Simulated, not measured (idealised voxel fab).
This is a process module. Its name is voxel ribs on slabs.
Square cells of 5 nm make up the cross-section cut, whose width is 155 nm.
A cross-section is written here as square cells arranged in a grid, and it is given in bands from the top down, each band taking up one or more rows of cells.
The entry gives the band's vertical extent as a top height and a bottom height in nm, then its horizontal make-up as materials from left to right, each with a width in nm. "blank" stands for empty space; a single material marked "full width" fills the band edge to edge.
Convention: height 0 is the level below which the wafer, as received, is all one material. The lowest band does not terminate at the bottom but continues downward, represented as "0 nm and below".
Read "30 to 40" as a graded width: first number on top, second number at the bottom, same change between each pair of neighbouring rows.
"nothing changed" for a step: no cell of the cross-section changed in that step.
"Enclosed void listing" lists enclosed empty spaces (at least 8 cells, no open path upward to the top), each as width x height at distance from the left edge, in nm.
Anything after a step's settings on that line? It's the simulator's own note about the step.
Regarding "overlay nm": on a step with a mask, it is the distance the mask lay to the right of its planned place; a negative value places it to the left.
This section lists the process steps that were planned
1: RECEIVE,material Si
2: DIRECTIONAL_DEP,material SiO2,thk nm 25
3: DIRECTIONAL_DEP,material SiN,thk nm 20
4: PATTERN,tone cover,mask id RIB,material resist,width nm 20,thk nm 20,overlay nm 0
5: DIRECTIONAL_ETCH,etch materials SiN,depth nm 10
6: STRIP,etch materials resist
7: MASKED_ETCH,tone cover,mask id SLAB,width nm 60,etch materials SiN,depth nm 10,overlay nm 0
8: FILL_DEP,material SiO2,thk nm 25
9: CMP,height nm 60
10: DIRECTIONAL_DEP,material TiN,thk nm 5
11: MASKED_ETCH,tone cover,mask id HEATER,width nm 30,etch materials TiN,depth nm 5,overlay nm 0
12: CONFORMAL_DEP,material SiO2,thk nm 5
Cross-section of the wafer at receipt, which is the condition after step 1
- 0 nm and below | Si full width
- Enclosed void listing: none
Wafer at module end, in section. Began as above, planned as above, run with one mistake
- 70 nm to 65 nm | SiO2: 65 / blank: 20 / SiO2: 70
- 65 nm to 60 nm | TiN: 60 / SiO2: 30 / TiN: 65
- 60 nm to 45 nm | SiO2 full width
- 45 nm to 35 nm | SiO2: 65 / SiN: 20 / SiO2: 70
- 35 nm to 25 nm | SiO2: 45 / SiN: 60 / SiO2: 50
- 25 nm to 0 nm | SiO2 full width
- 0 nm and below | Si full width
- Enclosed void listing: none
Which mistake was made when the wafer was run? in deviation from the planned setting, step 11 was conducted as MASKED_ETCH,tone open,mask id HEATER,width nm 30,etch materials TiN,depth nm 5,overlay nm 0
